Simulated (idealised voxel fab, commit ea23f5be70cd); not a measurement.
process module | voxel self aligned vias
cross-section cut | 200 nm wide | cells 5 nm
A cross-section is written here as square cells arranged in a grid, and it is given in bands from the top down, each band taking up one or more rows of cells. The band entry comprises the height of the band's top followed by the height of its bottom, expressed in nm, and subsequently the band's materials from left to right, each stated together with its width in nm. Where a single material is marked with the word "full width", that material fills the band from edge to edge. The word "blank" represents empty space. The reference from which all heights are counted is 0, the level beneath which the as-received wafer is entirely one material; the lowest band, having no lower bound, proceeds downward and is written after the example "0 -> down". A width such as "30->40" changes by the same amount from each row of cells to the next, from the band's top row to its bottom row. The cross-section has no changed cell in any step marked "nothing different". "Sealed cavities": empty spaces of 8 cells or more with no open way to the top, each given as width x height at distance, distance from the left edge, all in nm. Past the settings on a step's line: simulator remark, on that step. "overlay nm", when on a step's line for a step with a mask, measures how far to the right of its planned place the mask lay; a negative measure means to the left.

Steps in the process plan:
1) RECEIVE,material Si
2) CONFORMAL_DEP,material SiO2,thk nm 15
3) CONFORMAL_DEP,material SiCN,thk nm 5
4) DIRECTIONAL_DEP,material SiO2,thk nm 20
5) DIRECTIONAL_DEP,material aC,thk nm 10
6) PATTERN,tone open,mask id LINES,material resist,width nm 20,pitch nm 70,thk nm 25,overlay nm 0
7) DIRECTIONAL_ETCH,etch materials aC,depth nm 10
8) STRIP,etch materials resist
9) DIRECTIONAL_ETCH,etch materials SiO2,depth nm 20
10) STRIP,etch materials aC
11) CONFORMAL_DEP,material TiN,thk nm 5
12) FILL_DEP,material Ru,thk nm 10
13) CMP,height nm 40
14) SELECTIVE_ETCH,etch materials W Ru TiN,depth nm 5
15) FILL_DEP,material SiN,thk nm 10
16) CMP,height nm 40
17) DIRECTIONAL_DEP,material SiO2,thk nm 15
18) MASKED_ETCH,tone open,mask id VIAS,width nm 40,etch materials SiO2,depth nm 15,overlay nm 0
19) MASKED_ETCH,tone open,mask id VIAS,width nm 40,etch materials SiN,depth nm 5,overlay nm 0
20) CONFORMAL_DEP,material TiN,thk nm 5
21) FILL_DEP,material Cu,thk nm 10
22) CMP,height nm 55
23) CONFORMAL_DEP,material SiCN,thk nm 5

Here's what the wafer looked like in cross-section when it arrived - that's after step 1:
> 0 -> down = Si full width
> Sealed cavities: none

Wafer at module end, in section. Began as above, planned as above, run with one mistake:
> 60 -> 55 = SiCN full width
> 55 -> 45 = 45 of SiO2, then 5 of TiN, then 30 of Cu, then 5 of TiN, then 115 of SiO2
> 45 -> 40 = 45 of SiO2, then 40 of TiN, then 115 of SiO2
> 40 -> 35 = 55 of SiO2, then 5 of TiN, then 10 of aC, then 5 of TiN, then 50 of SiO2, then 5 of SiN, then 10 of aC, then 5 of SiN, then 55 of SiO2
> 35 -> 25 = 55 of SiO2, then 5 of TiN, then 10 of aC, then 5 of TiN, then 50 of SiO2, then 5 of TiN, then 10 of aC, then 5 of TiN, then 55 of SiO2
> 25 -> 20 = 55 of SiO2, then 20 of TiN, then 50 of SiO2, then 20 of TiN, then 55 of SiO2
> 20 -> 15 = SiCN full width
> 15 -> 0 = SiO2 full width
> 0 -> down = Si full width
> Sealed cavities: none
Deviation noted in wafer processing: note that step 12 departed from the planned setting and was carried out as FILL_DEP,material aC,thk nm 10
